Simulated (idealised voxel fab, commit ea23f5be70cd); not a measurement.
process module | voxel wiring stack
cross-section cut | 140 nm wide | cells 5 nm
A cross-section is a grid of square cells, given in bands from the top down. A band is one or more rows of cells.
Each band's line starts with the height of the band's top and of its bottom, in nm. Then come its materials from left to right, each with its width in nm. One material with "throughout" fills the band from edge to edge. "air" is empty space.
Height 0 is the level under which the wafer as received is all one material. The lowest band goes on downwards, as in "0 down".
A width such as "30 to 40" changes by the same amount from each row of cells to the next, from the band's top row to its bottom row.
"no change" after a step means that no cell of the cross-section changed.
closed voids: empty space of 8 cells or more with no open way to the top, each as width x height at its distance from the left edge, in nm
after a step's settings: what the simulator itself notes on the step
overlay nm, on a step with a mask: how far to the right of its planned place the mask lay; to the left if negative
plan
1 op RECEIVE | material Si
2 op CONFORMAL_DEP | material SiO2 | thk nm 10
3 op CONFORMAL_DEP | material SiCN | thk nm 5
4 op DIRECTIONAL_DEP | material SiO2 | thk nm 25
5 op MASKED_ETCH | tone open | mask id METAL_1 | width nm 20 | pitch nm 35 | etch materials SiO2 | depth nm 25 | overlay nm 0
6 op MASKED_ETCH | tone open | mask id METAL_1 | width nm 20 | pitch nm 35 | etch materials SiCN | depth nm 5 | overlay nm 0
7 op CONFORMAL_DEP | material TiN | thk nm 5
8 op FILL_DEP | material W | thk nm 10
9 op CMP | height nm 40
10 op EPI | material Ru | thk nm 5
11 op FILL_DEP | material SiCN | thk nm 5
12 op DIRECTIONAL_DEP | material lowk | thk nm 10
13 op PATTERN | tone open | mask id PLUG_1 | material resist | width nm 15 | pitch nm 70 | thk nm 20 | overlay nm 0
14 op DIRECTIONAL_ETCH | etch materials lowk | depth nm 10
15 op DIRECTIONAL_ETCH | etch materials SiCN | depth nm 5
16 op STRIP | etch materials resist
17 op CONFORMAL_DEP | material TiN | thk nm 5
18 op FILL_DEP | material W | thk nm 5
19 op CMP | height nm 60
20 op DIRECTIONAL_DEP | material TiN | thk nm 5
21 op DIRECTIONAL_DEP | material Ru | thk nm 20
22 op MASKED_ETCH | tone cover | mask id METAL_2 | width nm 20 | pitch nm 35 | etch materials Ru | depth nm 20 | overlay nm 0
23 op MASKED_ETCH | tone cover | mask id METAL_2 | width nm 20 | pitch nm 35 | etch materials TiN | depth nm 5 | overlay nm 0
24 op CONFORMAL_DEP | material SiN | thk nm 5
25 op FILL_DEP | material lowk | thk nm 10
26 op CMP | height nm 85
27 op CONFORMAL_DEP | material SiCN | thk nm 5
28 op DIRECTIONAL_DEP | material SiO2 | thk nm 35
29 op PATTERN | tone open | mask id METAL_3 | material resist | width nm 20 | pitch nm 35 | thk nm 15 | overlay nm 0
30 op DIRECTIONAL_ETCH | etch materials SiO2 | depth nm 20
31 op STRIP | etch materials resist
32 op PATTERN | tone open | mask id METAL_3_HOLES | material resist | width nm 15 | pitch nm 35 | thk nm 15 | overlay nm 0
33 op DIRECTIONAL_ETCH | etch materials SiO2 | depth nm 15
34 op DIRECTIONAL_ETCH | etch materials SiCN | depth nm 5
35 op STRIP | etch materials resist
36 op CONFORMAL_DEP | material TiN | thk nm 5
37 op FILL_DEP | material Cu | thk nm 10
38 op CMP | height nm 125
39 op CONFORMAL_DEP | material SiN | thk nm 5
first wafer, as planned
as received, after step 1
  0 down: Si throughout
  closed voids: none
after step 2
  10 to 0: SiO2 throughout
  below 0: unchanged
after step 3
  15 to 10: SiCN throughout
  below 10: unchanged
after step 4
  40 to 15: SiO2 throughout
  below 15: unchanged
after step 5
  40 to 15: SiO2 25 | air 20 | SiO2 15 | air 20 | SiO2 15 | air 20 | SiO2 25
  below 15: unchanged
after step 6
  40 to 15: SiO2 25 | air 20 | SiO2 15 | air 20 | SiO2 15 | air 20 | SiO2 25
  15 to 10: SiCN 25 | air 20 | SiCN 15 | air 20 | SiCN 15 | air 20 | SiCN 25
  below 10: unchanged
after step 7
  45 to 40: TiN 30 | air 10 | TiN 25 | air 10 | TiN 25 | air 10 | TiN 30
  40 to 15: SiO2 25 | TiN 5 | air 10 | TiN 5 | SiO2 15 | TiN 5 | air 10 | TiN 5 | SiO2 15 | TiN 5 | air 10 | TiN 5 | SiO2 25
  15 to 10: SiCN 25 | TiN 20 | SiCN 15 | TiN 20 | SiCN 15 | TiN 20 | SiCN 25
  below 10: unchanged
after step 8
  55 to 45: W throughout
  45 to 40: TiN 30 | W 10 | TiN 25 | W 10 | TiN 25 | W 10 | TiN 30
  40 to 15: SiO2 25 | TiN 5 | W 10 | TiN 5 | SiO2 15 | TiN 5 | W 10 | TiN 5 | SiO2 15 | TiN 5 | W 10 | TiN 5 | SiO2 25
  below 15: unchanged
after step 9
  40 to 15: SiO2 25 | TiN 5 | W 10 | TiN 5 | SiO2 15 | TiN 5 | W 10 | TiN 5 | SiO2 15 | TiN 5 | W 10 | TiN 5 | SiO2 25
  below 15: unchanged
after step 10
  45 to 40: air 20 | Ru 30 | air 5 | Ru 30 | air 5 | Ru 30 | air 20
  below 40: unchanged
after step 11
  50 to 45: SiCN throughout
  45 to 40: SiCN 20 | Ru 30 | SiCN 5 | Ru 30 | SiCN 5 | Ru 30 | SiCN 20
  below 40: unchanged
after step 12
  60 to 50: lowk throughout
  below 50: unchanged
after step 13
  80 to 60: resist 25 | air 15 | resist 55 | air 15 | resist 30
  below 60: unchanged
after step 14
  80 to 60: resist 25 | air 15 | resist 55 | air 15 | resist 30
  60 to 50: lowk 25 | air 15 | lowk 55 | air 15 | lowk 30
  below 50: unchanged
after step 15
  80 to 60: resist 25 | air 15 | resist 55 | air 15 | resist 30
  60 to 50: lowk 25 | air 15 | lowk 55 | air 15 | lowk 30
  50 to 45: SiCN 25 | air 15 | SiCN 55 | air 15 | SiCN 30
  below 45: unchanged
after step 16
  60 to 50: lowk 25 | air 15 | lowk 55 | air 15 | lowk 30
  below 50: unchanged
after step 17
  65 to 60: TiN 30 | air 5 | TiN 65 | air 5 | TiN 35
  60 to 50: lowk 25 | TiN 5 | air 5 | TiN 5 | lowk 55 | TiN 5 | air 5 | TiN 5 | lowk 30
  50 to 45: SiCN 25 | TiN 15 | SiCN 55 | TiN 15 | SiCN 30
  below 45: unchanged
after step 18
  70 to 65: W throughout
  65 to 60: TiN 30 | W 5 | TiN 65 | W 5 | TiN 35
  60 to 50: lowk 25 | TiN 5 | W 5 | TiN 5 | lowk 55 | TiN 5 | W 5 | TiN 5 | lowk 30
  below 50: unchanged
after step 19
  60 to 50: lowk 25 | TiN 5 | W 5 | TiN 5 | lowk 55 | TiN 5 | W 5 | TiN 5 | lowk 30
  below 50: unchanged
after step 20
  65 to 60: TiN throughout
  below 60: unchanged
after step 21
  85 to 65: Ru throughout
  below 65: unchanged
after step 22
  85 to 65: air 25 | Ru 20 | air 15 | Ru 20 | air 15 | Ru 20 | air 25
  below 65: unchanged
after step 23
  85 to 65: air 25 | Ru 20 | air 15 | Ru 20 | air 15 | Ru 20 | air 25
  65 to 60: air 25 | TiN 20 | air 15 | TiN 20 | air 15 | TiN 20 | air 25
  below 60: unchanged
after step 24
  90 to 85: air 20 | SiN 30 | air 5 | SiN 30 | air 5 | SiN 30 | air 20
  85 to 65: air 20 | SiN 5 | Ru 20 | SiN 5 | air 5 | SiN 5 | Ru 20 | SiN 5 | air 5 | SiN 5 | Ru 20 | SiN 5 | air 20
  65 to 60: SiN 25 | TiN 20 | SiN 15 | TiN 20 | SiN 15 | TiN 20 | SiN 25
  below 60: unchanged
after step 25
  100 to 90: lowk throughout
  90 to 85: lowk 20 | SiN 30 | lowk 5 | SiN 30 | lowk 5 | SiN 30 | lowk 20
  85 to 65: lowk 20 | SiN 5 | Ru 20 | SiN 5 | lowk 5 | SiN 5 | Ru 20 | SiN 5 | lowk 5 | SiN 5 | Ru 20 | SiN 5 | lowk 20
  below 65: unchanged
after step 26
  85 to 65: lowk 20 | SiN 5 | Ru 20 | SiN 5 | lowk 5 | SiN 5 | Ru 20 | SiN 5 | lowk 5 | SiN 5 | Ru 20 | SiN 5 | lowk 20
  below 65: unchanged
after step 27
  90 to 85: SiCN throughout
  below 85: unchanged
after step 28
  125 to 90: SiO2 throughout
  below 90: unchanged
after step 29
  140 to 125: resist 25 | air 20 | resist 15 | air 20 | resist 15 | air 20 | resist 25
  below 125: unchanged
after step 30
  140 to 125: resist 25 | air 20 | resist 15 | air 20 | resist 15 | air 20 | resist 25
  125 to 105: SiO2 25 | air 20 | SiO2 15 | air 20 | SiO2 15 | air 20 | SiO2 25
  below 105: unchanged
after step 31
  125 to 105: SiO2 25 | air 20 | SiO2 15 | air 20 | SiO2 15 | air 20 | SiO2 25
  below 105: unchanged
after step 32
  140 to 125: resist 25 | air 15 | resist 20 | air 15 | resist 20 | air 15 | resist 30
  125 to 105: SiO2 25 | air 15 | resist 5 | SiO2 15 | air 15 | resist 5 | SiO2 15 | air 15 | resist 5 | SiO2 25
  below 105: unchanged
after step 33
  140 to 125: resist 25 | air 15 | resist 20 | air 15 | resist 20 | air 15 | resist 30
  125 to 105: SiO2 25 | air 15 | resist 5 | SiO2 15 | air 15 | resist 5 | SiO2 15 | air 15 | resist 5 | SiO2 25
  105 to 90: SiO2 25 | air 15 | SiO2 20 | air 15 | SiO2 20 | air 15 | SiO2 30
  below 90: unchanged
after step 34
  140 to 125: resist 25 | air 15 | resist 20 | air 15 | resist 20 | air 15 | resist 30
  125 to 105: SiO2 25 | air 15 | resist 5 | SiO2 15 | air 15 | resist 5 | SiO2 15 | air 15 | resist 5 | SiO2 25
  105 to 90: SiO2 25 | air 15 | SiO2 20 | air 15 | SiO2 20 | air 15 | SiO2 30
  90 to 85: SiCN 25 | air 15 | SiCN 20 | air 15 | SiCN 20 | air 15 | SiCN 30
  below 85: unchanged
after step 35
  125 to 105: SiO2 25 | air 20 | SiO2 15 | air 20 | SiO2 15 | air 20 | SiO2 25
  below 105: unchanged
after step 36
  130 to 125: TiN 30 | air 10 | TiN 25 | air 10 | TiN 25 | air 10 | TiN 30
  125 to 110: SiO2 25 | TiN 5 | air 10 | TiN 5 | SiO2 15 | TiN 5 | air 10 | TiN 5 | SiO2 15 | TiN 5 | air 10 | TiN 5 | SiO2 25
  110 to 105: SiO2 25 | TiN 5 | air 5 | TiN 10 | SiO2 15 | TiN 5 | air 5 | TiN 10 | SiO2 15 | TiN 5 | air 5 | TiN 10 | SiO2 25
  105 to 90: SiO2 25 | TiN 5 | air 5 | TiN 5 | SiO2 20 | TiN 5 | air 5 | TiN 5 | SiO2 20 | TiN 5 | air 5 | TiN 5 | SiO2 30
  90 to 85: SiCN 25 | TiN 15 | SiCN 20 | TiN 15 | SiCN 20 | TiN 15 | SiCN 30
  below 85: unchanged
after step 37
  140 to 130: Cu throughout
  130 to 125: TiN 30 | Cu 10 | TiN 25 | Cu 10 | TiN 25 | Cu 10 | TiN 30
  125 to 110: SiO2 25 | TiN 5 | Cu 10 | TiN 5 | SiO2 15 | TiN 5 | Cu 10 | TiN 5 | SiO2 15 | TiN 5 | Cu 10 | TiN 5 | SiO2 25
  110 to 105: SiO2 25 | TiN 5 | Cu 5 | TiN 10 | SiO2 15 | TiN 5 | Cu 5 | TiN 10 | SiO2 15 | TiN 5 | Cu 5 | TiN 10 | SiO2 25
  105 to 90: SiO2 25 | TiN 5 | Cu 5 | TiN 5 | SiO2 20 | TiN 5 | Cu 5 | TiN 5 | SiO2 20 | TiN 5 | Cu 5 | TiN 5 | SiO2 30
  below 90: unchanged
after step 38
  125 to 110: SiO2 25 | TiN 5 | Cu 10 | TiN 5 | SiO2 15 | TiN 5 | Cu 10 | TiN 5 | SiO2 15 | TiN 5 | Cu 10 | TiN 5 | SiO2 25
  below 110: unchanged
after step 39
  130 to 125: SiN throughout
  below 125: unchanged
second wafer: like start, like plan, one mistake. Through step 3 it matches the first wafer
when step 4 should have ended
  35 to 15: SiO2 throughout
  below 15: unchanged
when step 5 should have ended
  35 to 15: SiO2 25 | air 20 | SiO2 15 | air 20 | SiO2 15 | air 20 | SiO2 25
  below 15: unchanged
when step 6 should have ended
  35 to 15: SiO2 25 | air 20 | SiO2 15 | air 20 | SiO2 15 | air 20 | SiO2 25
  15 to 10: SiCN 25 | air 20 | SiCN 15 | air 20 | SiCN 15 | air 20 | SiCN 25
  below 10: unchanged
when step 7 should have ended
  40 to 35: TiN 30 | air 10 | TiN 25 | air 10 | TiN 25 | air 10 | TiN 30
  35 to 15: SiO2 25 | TiN 5 | air 10 | TiN 5 | SiO2 15 | TiN 5 | air 10 | TiN 5 | SiO2 15 | TiN 5 | air 10 | TiN 5 | SiO2 25
  15 to 10: SiCN 25 | TiN 20 | SiCN 15 | TiN 20 | SiCN 15 | TiN 20 | SiCN 25
  below 10: unchanged
when step 8 should have ended
  50 to 40: W throughout
  40 to 35: TiN 30 | W 10 | TiN 25 | W 10 | TiN 25 | W 10 | TiN 30
  35 to 15: SiO2 25 | TiN 5 | W 10 | TiN 5 | SiO2 15 | TiN 5 | W 10 | TiN 5 | SiO2 15 | TiN 5 | W 10 | TiN 5 | SiO2 25
  below 15: unchanged
when step 9 should have ended
  40 to 35: TiN 30 | W 10 | TiN 25 | W 10 | TiN 25 | W 10 | TiN 30
  below 35: unchanged
when step 10 should have ended
  45 to 40: Ru throughout
  below 40: unchanged
when step 11 should have ended
  50 to 45: SiCN throughout
  below 45: unchanged
when step 12 should have ended
  60 to 50: lowk throughout
  below 50: unchanged
when step 13 should have ended
  80 to 60: resist 25 | air 15 | resist 55 | air 15 | resist 30
  below 60: unchanged
when step 14 should have ended
  80 to 60: resist 25 | air 15 | resist 55 | air 15 | resist 30
  60 to 50: lowk 25 | air 15 | lowk 55 | air 15 | lowk 30
  below 50: unchanged
when step 15 should have ended
  80 to 60: resist 25 | air 15 | resist 55 | air 15 | resist 30
  60 to 50: lowk 25 | air 15 | lowk 55 | air 15 | lowk 30
  50 to 45: SiCN 25 | air 15 | SiCN 55 | air 15 | SiCN 30
  below 45: unchanged
when step 16 should have ended
  60 to 50: lowk 25 | air 15 | lowk 55 | air 15 | lowk 30
  below 50: unchanged
when step 17 should have ended
  65 to 60: TiN 30 | air 5 | TiN 65 | air 5 | TiN 35
  60 to 50: lowk 25 | TiN 5 | air 5 | TiN 5 | lowk 55 | TiN 5 | air 5 | TiN 5 | lowk 30
  50 to 45: SiCN 25 | TiN 15 | SiCN 55 | TiN 15 | SiCN 30
  below 45: unchanged
when step 18 should have ended
  70 to 65: W throughout
  65 to 60: TiN 30 | W 5 | TiN 65 | W 5 | TiN 35
  60 to 50: lowk 25 | TiN 5 | W 5 | TiN 5 | lowk 55 | TiN 5 | W 5 | TiN 5 | lowk 30
  below 50: unchanged
when step 19 should have ended
  60 to 50: lowk 25 | TiN 5 | W 5 | TiN 5 | lowk 55 | TiN 5 | W 5 | TiN 5 | lowk 30
  below 50: unchanged
when step 20 should have ended
  65 to 60: TiN throughout
  below 60: unchanged
when step 21 should have ended
  85 to 65: Ru throughout
  below 65: unchanged
when step 22 should have ended
  85 to 65: air 25 | Ru 20 | air 15 | Ru 20 | air 15 | Ru 20 | air 25
  below 65: unchanged
when step 23 should have ended
  85 to 65: air 25 | Ru 20 | air 15 | Ru 20 | air 15 | Ru 20 | air 25
  65 to 60: air 25 | TiN 20 | air 15 | TiN 20 | air 15 | TiN 20 | air 25
  below 60: unchanged
when step 24 should have ended
  90 to 85: air 20 | SiN 30 | air 5 | SiN 30 | air 5 | SiN 30 | air 20
  85 to 65: air 20 | SiN 5 | Ru 20 | SiN 5 | air 5 | SiN 5 | Ru 20 | SiN 5 | air 5 | SiN 5 | Ru 20 | SiN 5 | air 20
  65 to 60: SiN 25 | TiN 20 | SiN 15 | TiN 20 | SiN 15 | TiN 20 | SiN 25
  below 60: unchanged
when step 25 should have ended
  100 to 90: lowk throughout
  90 to 85: lowk 20 | SiN 30 | lowk 5 | SiN 30 | lowk 5 | SiN 30 | lowk 20
  85 to 65: lowk 20 | SiN 5 | Ru 20 | SiN 5 | lowk 5 | SiN 5 | Ru 20 | SiN 5 | lowk 5 | SiN 5 | Ru 20 | SiN 5 | lowk 20
  below 65: unchanged
when step 26 should have ended
  85 to 65: lowk 20 | SiN 5 | Ru 20 | SiN 5 | lowk 5 | SiN 5 | Ru 20 | SiN 5 | lowk 5 | SiN 5 | Ru 20 | SiN 5 | lowk 20
  below 65: unchanged
when step 27 should have ended
  90 to 85: SiCN throughout
  below 85: unchanged
when step 28 should have ended
  125 to 90: SiO2 throughout
  below 90: unchanged
when step 29 should have ended
  140 to 125: resist 25 | air 20 | resist 15 | air 20 | resist 15 | air 20 | resist 25
  below 125: unchanged
when step 30 should have ended
  140 to 125: resist 25 | air 20 | resist 15 | air 20 | resist 15 | air 20 | resist 25
  125 to 105: SiO2 25 | air 20 | SiO2 15 | air 20 | SiO2 15 | air 20 | SiO2 25
  below 105: unchanged
when step 31 should have ended
  125 to 105: SiO2 25 | air 20 | SiO2 15 | air 20 | SiO2 15 | air 20 | SiO2 25
  below 105: unchanged
when step 32 should have ended
  140 to 125: resist 25 | air 15 | resist 20 | air 15 | resist 20 | air 15 | resist 30
  125 to 105: SiO2 25 | air 15 | resist 5 | SiO2 15 | air 15 | resist 5 | SiO2 15 | air 15 | resist 5 | SiO2 25
  below 105: unchanged
when step 33 should have ended
  140 to 125: resist 25 | air 15 | resist 20 | air 15 | resist 20 | air 15 | resist 30
  125 to 105: SiO2 25 | air 15 | resist 5 | SiO2 15 | air 15 | resist 5 | SiO2 15 | air 15 | resist 5 | SiO2 25
  105 to 90: SiO2 25 | air 15 | SiO2 20 | air 15 | SiO2 20 | air 15 | SiO2 30
  below 90: unchanged
when step 34 should have ended
  140 to 125: resist 25 | air 15 | resist 20 | air 15 | resist 20 | air 15 | resist 30
  125 to 105: SiO2 25 | air 15 | resist 5 | SiO2 15 | air 15 | resist 5 | SiO2 15 | air 15 | resist 5 | SiO2 25
  105 to 90: SiO2 25 | air 15 | SiO2 20 | air 15 | SiO2 20 | air 15 | SiO2 30
  90 to 85: SiCN 25 | air 15 | SiCN 20 | air 15 | SiCN 20 | air 15 | SiCN 30
  below 85: unchanged
when step 35 should have ended
  125 to 105: SiO2 25 | air 20 | SiO2 15 | air 20 | SiO2 15 | air 20 | SiO2 25
  below 105: unchanged
when step 36 should have ended
  130 to 125: TiN 30 | air 10 | TiN 25 | air 10 | TiN 25 | air 10 | TiN 30
  125 to 110: SiO2 25 | TiN 5 | air 10 | TiN 5 | SiO2 15 | TiN 5 | air 10 | TiN 5 | SiO2 15 | TiN 5 | air 10 | TiN 5 | SiO2 25
  110 to 105: SiO2 25 | TiN 5 | air 5 | TiN 10 | SiO2 15 | TiN 5 | air 5 | TiN 10 | SiO2 15 | TiN 5 | air 5 | TiN 10 | SiO2 25
  105 to 90: SiO2 25 | TiN 5 | air 5 | TiN 5 | SiO2 20 | TiN 5 | air 5 | TiN 5 | SiO2 20 | TiN 5 | air 5 | TiN 5 | SiO2 30
  90 to 85: SiCN 25 | TiN 15 | SiCN 20 | TiN 15 | SiCN 20 | TiN 15 | SiCN 30
  below 85: unchanged
when step 37 should have ended
  140 to 130: Cu throughout
  130 to 125: TiN 30 | Cu 10 | TiN 25 | Cu 10 | TiN 25 | Cu 10 | TiN 30
  125 to 110: SiO2 25 | TiN 5 | Cu 10 | TiN 5 | SiO2 15 | TiN 5 | Cu 10 | TiN 5 | SiO2 15 | TiN 5 | Cu 10 | TiN 5 | SiO2 25
  110 to 105: SiO2 25 | TiN 5 | Cu 5 | TiN 10 | SiO2 15 | TiN 5 | Cu 5 | TiN 10 | SiO2 15 | TiN 5 | Cu 5 | TiN 10 | SiO2 25
  105 to 90: SiO2 25 | TiN 5 | Cu 5 | TiN 5 | SiO2 20 | TiN 5 | Cu 5 | TiN 5 | SiO2 20 | TiN 5 | Cu 5 | TiN 5 | SiO2 30
  below 90: unchanged
when step 38 should have ended
  125 to 110: SiO2 25 | TiN 5 | Cu 10 | TiN 5 | SiO2 15 | TiN 5 | Cu 10 | TiN 5 | SiO2 15 | TiN 5 | Cu 10 | TiN 5 | SiO2 25
  below 110: unchanged
when step 39 should have ended
  130 to 125: SiN throughout
  below 125: unchanged
what went wrong: step 4 ran as: op DIRECTIONAL_DEP | material SiO2 | thk nm 20
at the end the second wafer has, in cells: 10 more of Ru | 10 fewer of SiCN | 16 fewer of SiO2 | 16 more of TiN
